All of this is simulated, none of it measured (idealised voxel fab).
Module name: voxel self aligned contacts (process module)
Displayed cross-section: cut, width of 260 nm, square cells sized 5 nm.
Just so we're on the same page, the cross-sections are grids of square cells, and they're listed out in bands top to bottom, each band one or more rows deep. In this notation a band is specified by the heights of its top and bottom, in that order and in nm, after which its materials appear from left to right, each paired with its width in nm. The word "throughout" attached to a single material means that material fills the band from edge to edge; the word "empty" stands for empty space. We count height from 0. Below that, the starting wafer is all one material. The lowest band never ends at the bottom but goes on down; see "from 0 down" for how that is written. The two numbers in a width such as "30->40" mark its ends across the band: the first belongs to the top row of cells, the second to the bottom row, and from each row to the next the width moves by the same amount. What does "no alteration" mean for a step? It means no cell of the cross-section changed in that step. If an empty space has no open way to the top and is at least 8 cells in size, "Closed voids list" lists it, written width x height at distance, where distance is measured from the left edge and every value is in nm. Read whatever lies past the settings on a step's line as the simulator's own remark about the step. overlay nm, on a step with a mask: how far to the right of its planned place the mask lay; to the left if negative.
### The planned process steps are enumerated hereunder
1: RECEIVE (material Si)
2: CONFORMAL_DEP (material SiO2; thk nm 5)
3: DIRECTIONAL_DEP (material polySi; thk nm 25)
4: DIRECTIONAL_DEP (material SiN; thk nm 25)
5: PATTERN (tone cover; mask id GATE; material resist; width nm 25; pitch nm 70; thk nm 20; overlay nm 0)
6: DIRECTIONAL_ETCH (etch materials SiN; depth nm 25)
7: DIRECTIONAL_ETCH (etch materials polySi; depth nm 25)
8: STRIP (etch materials resist)
9: CONFORMAL_DEP (material SiN; thk nm 10)
10: DIRECTIONAL_ETCH (etch materials SiN; depth nm 10)
11: FILL_DEP (material SiO2; thk nm 20)
12: CMP (height nm 65)
13: MASKED_ETCH (tone open; mask id CONTACT; width nm 55; etch materials SiO2; depth nm 65; overlay nm 0)
14: CONFORMAL_DEP (material TiN; thk nm 5)
15: FILL_DEP (material Ru; thk nm 5)
16: CMP (height nm 65)
17: CONFORMAL_DEP (material SiN; thk nm 5)
### Cross-section of the wafer as it came to us, i.e., already through step 1
  from 0 down | Si throughout
  Closed voids list: none
### End state of the module in cross-section, given the above starting point and plan and one mistake in execution
  from 70 to 65 | SiN throughout
  from 65 to 55 | 100 SiO2; 5->20 TiN; 45->15 Ru; 5->20 TiN; 105 SiO2
  from 55 to 45 | 70 SiO2; 45 SiN; 5 TiN; 15 Ru; 5 TiN; 45 SiN; 75 SiO2
  from 45 to 40 | 70 SiO2; 45 SiN; 25 TiN; 45 SiN; 75 SiO2
  from 40 to 30 | SiN throughout
  from 30 to 5 | polySi throughout
  from 5 to 0 | SiO2 throughout
  from 0 down | Si throughout
  Closed voids list: none
Deviation noted in wafer processing: step 6 deviated from plan and actually ran as DIRECTIONAL_ETCH (etch materials SiN; depth nm 15)
